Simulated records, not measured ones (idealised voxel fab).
This is a process module. Its name is voxel capacitor over wiring.
Square cell edge 5 nm, section width 165 nm, ID cut.
Format of a cross-section: grid, square cells. Given as bands. Order: top down. Band: one or more rows of cells.
The band entry comprises the height of the band's top followed by the height of its bottom, expressed in nm, and subsequently the band's materials from left to right, each stated together with its width in nm. Where a single material is marked with the word "throughout", that material fills the band from edge to edge. The word "empty" represents empty space.
All heights in this document are referenced to 0, defined as the level beneath which the wafer, as received, consists entirely of one material. The lowest band is not bounded below; it extends indefinitely downward and is written in the form "0 down".
Per-row width for "30 to 40": begins at first number (top row of band), ends at second number (bottom row), increment between rows held constant.
"no alterations made" means the step left every cell of the cross-section as it was.
Entry "Enclosed void catalog". Content: empty spaces with no open connection to the top, size 8 cells or greater. Each: width x height at distance. Distance: from left edge. Unit: nm.
The remark found on a step's line after its settings is issued by the simulator itself and pertains to that step.
What "overlay nm" on a step's line means: if the step has a mask, that mask lay this far to the right of its planned place, or, when the value is negative, to the left.
The planned process steps are enumerated hereunder
step 1: RECEIVE | material Si
step 2: CONFORMAL_DEP | material SiO2 | thk nm 15
step 3: DIRECTIONAL_DEP | material TiN | thk nm 5
step 4: DIRECTIONAL_DEP | material W | thk nm 15
step 5: DIRECTIONAL_DEP | material aC | thk nm 10
step 6: PATTERN | tone cover | mask id METAL_1 | material resist | width nm 20 | pitch nm 80 | thk nm 25 | overlay nm 0
step 7: DIRECTIONAL_ETCH | etch materials aC | depth nm 10
step 8: STRIP | etch materials resist
step 9: DIRECTIONAL_ETCH | etch materials W | depth nm 15
step 10: DIRECTIONAL_ETCH | etch materials TiN | depth nm 5
step 11: STRIP | etch materials aC
step 12: CONFORMAL_DEP | material SiCN | thk nm 5
step 13: FILL_DEP | material lowk | thk nm 5
step 14: CMP | height nm 35
step 15: CONFORMAL_DEP | material SiCN | thk nm 5
step 16: DIRECTIONAL_DEP | material SiO2 | thk nm 15
step 17: MASKED_ETCH | tone open | mask id PLUG_1 | width nm 15 | etch materials SiO2 | depth nm 15 | overlay nm 0
step 18: MASKED_ETCH | tone open | mask id PLUG_1 | width nm 15 | etch materials SiCN | depth nm 5 | overlay nm 0
step 19: EPI | material Ru | thk nm 10
step 20: EPI | material Ru | thk nm 10
step 21: DIRECTIONAL_DEP | material TiN | thk nm 10
step 22: DIRECTIONAL_DEP | material SiN | thk nm 5
step 23: DIRECTIONAL_DEP | material TiN | thk nm 5
step 24: PATTERN | tone cover | mask id UPPER_PLATE | material resist | width nm 55 | thk nm 15 | overlay nm 0
step 25: DIRECTIONAL_ETCH | etch materials TiN | depth nm 5
step 26: DIRECTIONAL_ETCH | etch materials SiN | depth nm 5
step 27: STRIP | etch materials resist
step 28: MASKED_ETCH | tone cover | mask id LOWER_PLATE | width nm 65 | etch materials TiN | depth nm 10 | overlay nm 0
step 29: FILL_DEP | material SiO2 | thk nm 15
step 30: CMP | height nm 85
step 31: MASKED_ETCH | tone open | mask id PLUG_2 | width nm 15 | etch materials SiO2 | depth nm 10 | overlay nm 0
step 32: CONFORMAL_DEP | material TiN | thk nm 5
step 33: FILL_DEP | material Cu | thk nm 5
step 34: CMP | height nm 85
step 35: CONFORMAL_DEP | material SiN | thk nm 5
Same starting wafers, different width nm at step 6. Plan value belongs to the first wafer.
Cross-section, first of several wafers, as delivered after step 1
0 down: Si throughout
Enclosed void catalog: none
Table: wafers, a row each; end-of-module cell change per material since receipt, gain (+), loss (-); then closed voids
width nm 20 | +1 Cu | +12 Ru | +67 SiCN | +44 SiN | +333 SiO2 | +50 TiN | +24 W | +63 lowk | Enclosed void catalog: none
width nm 25 | +1 Cu | +12 Ru | +65 SiCN | +44 SiN | +333 SiO2 | +52 TiN | +30 W | +57 lowk | Enclosed void catalog: none
width nm 30 | +1 Cu | +12 Ru | +63 SiCN | +44 SiN | +333 SiO2 | +54 TiN | +36 W | +51 lowk | Enclosed void catalog: none
width nm 35 | +1 Cu | +12 Ru | +61 SiCN | +44 SiN | +333 SiO2 | +56 TiN | +42 W | +45 lowk | Enclosed void catalog: none
width nm 40 | +1 Cu | +12 Ru | +59 SiCN | +44 SiN | +333 SiO2 | +58 TiN | +48 W | +39 lowk | Enclosed void catalog: none
width nm 45 | +1 Cu | +12 Ru | +57 SiCN | +44 SiN | +333 SiO2 | +60 TiN | +54 W | +33 lowk | Enclosed void catalog: none
